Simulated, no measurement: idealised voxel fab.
voxel wiring stack: a process module
The cross-section on display is named cut; it measures 165 nm wide, and its cells are 5 nm squares.
Notation: cross-section as square-cell grid; stated in bands, top first, going down; one or more cell rows per band. Band: top and bottom heights (nm) first, top before bottom; then materials from left to right, widths in nm. "throughout" marks a sole material filling the band edge to edge. "empty" denotes empty space. Basically, 0 is our baseline, since under it the wafer straight out of the box is all one material. The bottom band has no lower end and keeps on going down, so it looks like "top 0, no bottom". A width such as "30->40" changes by the same amount from each row of cells to the next, from the band's top row to its bottom row. Key: "same as before" - step with no changed cell in the cross-section. Enclosed voids (no open way to top), threshold 8 cells or more, entry "Internal closed voids", notation width x height at distance, distance from left edge, nm. Past the settings on a step's line: simulator remark, on that step. "overlay nm" answers the question of how far to the right of plan the mask lay on a step that has a mask, and when it is negative the answer is to the left.

### The following list gives the planned process steps
| 1 | RECEIVE (material Si) |
| 2 | CONFORMAL_DEP (material SiO2; thk nm 10) |
| 3 | DIRECTIONAL_DEP (material TiN; thk nm 5) |
| 4 | DIRECTIONAL_DEP (material W; thk nm 25) |
| 5 | DIRECTIONAL_DEP (material aC; thk nm 10) |
| 6 | PATTERN (tone cover; mask id METAL_1; material resist; width nm 20; pitch nm 35; thk nm 25; overlay nm -5) |
| 7 | DIRECTIONAL_ETCH (etch materials aC; depth nm 10) |
| 8 | STRIP (etch materials resist) |
| 9 | DIRECTIONAL_ETCH (etch materials W; depth nm 25) |
| 10 | DIRECTIONAL_ETCH (etch materials TiN; depth nm 5) |
| 11 | STRIP (etch materials aC) |
| 12 | CONFORMAL_DEP (material SiN; thk nm 5) |
| 13 | FILL_DEP (material lowk; thk nm 10) |
| 14 | CMP (height nm 40) |
| 15 | CONFORMAL_DEP (material SiCN; thk nm 5) |
| 16 | DIRECTIONAL_DEP (material SiO2; thk nm 15) |
| 17 | PATTERN (tone open; mask id PLUG_1; material resist; width nm 15; pitch nm 70; thk nm 15; overlay nm 0) |
| 18 | DIRECTIONAL_ETCH (etch materials SiO2; depth nm 15) |
| 19 | DIRECTIONAL_ETCH (etch materials SiCN; depth nm 5) |
| 20 | STRIP (etch materials resist) |
| 21 | CONFORMAL_DEP (material TiN; thk nm 5) |
| 22 | FILL_DEP (material Cu; thk nm 5) |
| 23 | CMP (height nm 60) |
| 24 | DIRECTIONAL_DEP (material TiN; thk nm 5) |
| 25 | DIRECTIONAL_DEP (material Ru; thk nm 25) |
| 26 | PATTERN (tone cover; mask id METAL_2; material resist; width nm 20; pitch nm 35; thk nm 20; overlay nm 0) |
| 27 | DIRECTIONAL_ETCH (etch materials Ru; depth nm 25) |
| 28 | DIRECTIONAL_ETCH (etch materials TiN; depth nm 5) |
| 29 | STRIP (etch materials resist) |
| 30 | FILL_DEP (material SiO2; thk nm 5) |
| 31 | CMP (height nm 90) |
| 32 | CONFORMAL_DEP (material SiN; thk nm 5) |
Where the wafers of this document differ is in the overlay nm of step 6; they start out the same, and the plan states the value that applied to the first wafer.

### Cross-sectional view of the first of several wafers in the as-received condition, corresponding to the state following step 1
- top 0, no bottom | Si throughout
- Internal closed voids: none

### Module end state after final step 32: cross-section of the first of several wafers
- top 95, bottom 90 | SiN throughout
- top 90, bottom 65 | 20 SiO2  20 Ru  15 SiO2  20 Ru  15 SiO2  20 Ru  15 SiO2  20 Ru  20 SiO2
- top 65, bottom 60 | 20 SiO2  20 TiN  15 SiO2  20 TiN  15 SiO2  20 TiN  15 SiO2  20 TiN  20 SiO2
- top 60, bottom 45 | 20 SiO2  5 TiN  5 Cu  5 TiN  55 SiO2  5 TiN  5 Cu  5 TiN  60 SiO2
- top 45, bottom 40 | 20 SiCN  15 TiN  55 SiCN  15 TiN  60 SiCN
- top 40, bottom 15 | 10 lowk  5 SiN  20 W  5 SiN  5 lowk  5 SiN  20 W  5 SiN  5 lowk  5 SiN  20 W  5 SiN  5 lowk  5 SiN  20 W  5 SiN  20 lowk
- top 15, bottom 10 | 15 SiN  20 TiN  15 SiN  20 TiN  15 SiN  20 TiN  15 SiN  20 TiN  25 SiN
- top 10, bottom 0 | SiO2 throughout
- top 0, no bottom | Si throughout
- Internal closed voids: none

### last wafer at the end
- top 95, bottom 90 | SiN throughout
- top 90, bottom 65 | 20 SiO2  20 Ru  15 SiO2  20 Ru  15 SiO2  20 Ru  15 SiO2  20 Ru  20 SiO2
- top 65, bottom 60 | 20 SiO2  20 TiN  15 SiO2  20 TiN  15 SiO2  20 TiN  15 SiO2  20 TiN  20 SiO2
- top 60, bottom 45 | 20 SiO2  5 TiN  5 Cu  5 TiN  55 SiO2  5 TiN  5 Cu  5 TiN  60 SiO2
- top 45, bottom 40 | 20 SiCN  15 TiN  55 SiCN  15 TiN  60 SiCN
- top 40, bottom 15 | 20 lowk  5 SiN  20 W  5 SiN  5 lowk  5 SiN  20 W  5 SiN  5 lowk  5 SiN  20 W  5 SiN  5 lowk  5 SiN  20 W  5 SiN  10 lowk
- top 15, bottom 10 | 25 SiN  20 TiN  15 SiN  20 TiN  15 SiN  20 TiN  15 SiN  20 TiN  15 SiN
- top 10, bottom 0 | SiO2 throughout
- top 0, no bottom | Si throughout
- Internal closed voids: none

### The table below has one row for each wafer; a row shows, as of the end of the module, how many cells of each material the wafer has gained, marked (+), or lost, marked (-), since it was received, and then the wafer's closed voids
overlay nm -5 | +6 Cu | +80 Ru | +27 SiCN | +90 SiN | +249 SiO2 | +50 TiN | +80 W | +45 lowk | Internal closed voids: none
overlay nm 0 | +6 Cu | +80 Ru | +27 SiCN | +90 SiN | +249 SiO2 | +50 TiN | +80 W | +45 lowk | Internal closed voids: none
overlay nm 5 | +6 Cu | +80 Ru | +27 SiCN | +90 SiN | +249 SiO2 | +50 TiN | +80 W | +45 lowk | Internal closed voids: none
